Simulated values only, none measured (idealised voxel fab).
Process module under the name voxel lift off
Each square cell in cross-section cut measures 5 nm, and the section as a whole is 215 nm wide.
This document writes a cross-section as a grid whose cells are square, and gives it as bands, listed from the top down; one or more rows of cells form a band. Heights first: top, then bottom, in nm. Then materials, left to right, each with a width in nm. "throughout" on a single material: fills the band edge to edge. "air": empty space. Height is counted from the level 0, under which the received wafer is composed throughout of one material. The lowest of the bands is not closed at the bottom but continues downward, in the notation "from 0 down". A width such as "30->40" changes by the same amount from each row of cells to the next, from the band's top row to its bottom row. The designation "identical to before", where it is given for a processing step, indicates that no cell of the cross-section was altered in the course of that step. Entry "Closed cavities". Content: empty spaces with no open connection to the top, size 8 cells or greater. Each: width x height at distance. Distance: from left edge. Unit: nm. Step line, after settings: the simulator's comment on this step. overlay nm: step with mask; distance mask lay right of planned place; negative value = left of planned place.

# So here's the lineup of process steps we planned
1: RECEIVE,material Si
2: CONFORMAL_DEP,material SiN,thk nm 5
3: PATTERN,tone open,mask id LINES,material resist,width nm 15,pitch nm 50,thk nm 25,overlay nm 0
4: DIRECTIONAL_DEP,material Ru,thk nm 15
5: STRIP,etch materials resist
6: CONFORMAL_DEP,material SiN,thk nm 5
All wafers enter the flow in the same state. The width nm at step 3 differs from wafer to wafer, and the plan gives the value for the first wafer.

# Received wafers, first of several: cross-section after step 1
    from 0 down  Si throughout
    Closed cavities: none

# After the module's final step, step 6: the first of several wafers in cross-section
    from 25 to 20  air 20; SiN 25; air 25; SiN 25; air 25; SiN 25; air 25; SiN 25; air 20
    from 20 to 10  air 20; SiN 5; Ru 15; SiN 5; air 25; SiN 5; Ru 15; SiN 5; air 25; SiN 5; Ru 15; SiN 5; air 25; SiN 5; Ru 15; SiN 5; air 20
    from 10 to 5  SiN 25; Ru 15; SiN 35; Ru 15; SiN 35; Ru 15; SiN 35; Ru 15; SiN 25
    from 5 to 0  SiN throughout
    from 0 down  Si throughout
    Closed cavities: none

# Last wafer of the set, cross-sectioned at end of module
    from 25 to 20  air 10; SiN 45; air 5; SiN 45; air 5; SiN 45; air 5; SiN 45; air 10
    from 20 to 10  air 10; SiN 5; Ru 35; SiN 5; air 5; SiN 5; Ru 35; SiN 5; air 5; SiN 5; Ru 35; SiN 5; air 5; SiN 5; Ru 35; SiN 5; air 10
    from 10 to 5  SiN 15; Ru 35; SiN 15; Ru 35; SiN 15; Ru 35; SiN 15; Ru 35; SiN 15
    from 5 to 0  SiN throughout
    from 0 down  Si throughout
    Closed cavities: none

# The rows of the table below are wafers. Looking at the end of the module, a row counts, for every material, the cells the wafer has gained, shown as (+), or lost, shown as (-), since it was received; its closed voids come next
width nm 15, +36 Ru, +110 SiN, Closed cavities: none
width nm 20, +48 Ru, +110 SiN, Closed cavities: none
width nm 25, +60 Ru, +110 SiN, Closed cavities: none
width nm 30, +72 Ru, +110 SiN, Closed cavities: none
width nm 35, +84 Ru, +110 SiN, Closed cavities: none
